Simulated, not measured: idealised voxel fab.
Presented below is a process module, voxel self aligned vias.
The figure presents cross-section cut, which has a width of 225 nm and is divided into square cells with an edge length of 5 nm.
Cross-sections here: square-cell grids, written as top-down lists of bands, a band being one or more rows of cells. Band: top height; bottom height; in nm. Then, left to right: material with width in nm, for each material. "all across": a single material spanning edge to edge. "air": empty space. Ref level 0: as-received wafer is one material below here. Bottom band extends down with no lower bound ("z 0 and below"). The width entry "30 to 40" should be interpreted row by row: the top row of cells in the band takes the first number, the bottom row takes the second number, and the change between adjacent rows is uniform throughout. Where a step carries "remains unaltered", the cross-section came out of it unchanged, cell for cell. In "Closed void register" the enclosed voids are listed, meaning empty spaces of 8 cells or larger without any opening to the top. The form is width x height at distance, distance from the left edge, units nm. Post-settings text on a step line: simulator's own remark regarding the step. A step's line can hold "overlay nm"; with a mask on that step, the setting says how far right of the planned place the mask lay, while a negative setting says it lay to the left.
Process steps (planned)
1) op RECEIVE | material Si
2) op CONFORMAL_DEP | material SiO2 | thk nm 10
3) op CONFORMAL_DEP | material SiCN | thk nm 5
4) op DIRECTIONAL_DEP | material SiO2 | thk nm 20
5) op MASKED_ETCH | tone open | mask id LINES | width nm 30 | pitch nm 70 | etch materials SiO2 | depth nm 20 | overlay nm 0
6) op CONFORMAL_DEP | material TiN | thk nm 5
7) op FILL_DEP | material W | thk nm 5
8) op CMP | height nm 35
9) op SELECTIVE_ETCH | etch materials W Ru TiN | depth nm 10
10) op FILL_DEP | material SiN | thk nm 5
11) op CMP | height nm 35
12) op DIRECTIONAL_DEP | material SiO2 | thk nm 20
13) op DIRECTIONAL_DEP | material aC | thk nm 10
14) op PATTERN | tone open | mask id VIAS | material resist | width nm 40 | pitch nm 140 | thk nm 25 | overlay nm 0
15) op DIRECTIONAL_ETCH | etch materials aC | depth nm 10
16) op STRIP | etch materials resist
17) op DIRECTIONAL_ETCH | etch materials SiO2 | depth nm 20
18) op DIRECTIONAL_ETCH | etch materials SiN | depth nm 10
19) op STRIP | etch materials aC
20) op CONFORMAL_DEP | material TiN | thk nm 5
21) op FILL_DEP | material Ru | thk nm 5
22) op CMP | height nm 55
23) op CONFORMAL_DEP | material SiCN | thk nm 5
Cross-section of the wafer as it came to us, i.e., already through step 1
  z 0 and below: Si all across
  Closed void register: none
What the wafer looks like in cross-section after this module, when it starts as shown above and follows the plan above but one mistake is made in running it
  z 60 to 55: SiCN all across
  z 55 to 40: SiO2 (20) | TiN (5) | Ru (35) | TiN (5) | SiO2 (95) | TiN (5) | Ru (35) | TiN (5) | SiO2 (20)
  z 40 to 35: SiO2 (20) | TiN (10) | Ru (20) | TiN (15) | SiO2 (95) | TiN (10) | Ru (20) | TiN (15) | SiO2 (20)
  z 35 to 30: SiO2 (25) | TiN (5) | Ru (20) | TiN (5) | SiO2 (40) | SiN (30) | SiO2 (40) | TiN (5) | Ru (20) | TiN (5) | SiO2 (30)
  z 30 to 25: SiO2 (25) | TiN (30) | SiO2 (40) | SiN (30) | SiO2 (40) | TiN (30) | SiO2 (30)
  z 25 to 20: SiO2 (25) | TiN (5) | W (20) | TiN (5) | SiO2 (40) | TiN (5) | W (20) | TiN (5) | SiO2 (40) | TiN (5) | W (20) | TiN (5) | SiO2 (30)
  z 20 to 15: SiO2 (25) | TiN (30) | SiO2 (40) | TiN (30) | SiO2 (40) | TiN (30) | SiO2 (30)
  z 15 to 10: SiCN all across
  z 10 to 0: SiO2 all across
  z 0 and below: Si all across
  Closed void register: none
Here's what went sideways: not per plan at step 14, really ran op PATTERN | tone open | mask id VIAS | material resist | width nm 45 | pitch nm 140 | thk nm 25 | overlay nm 0
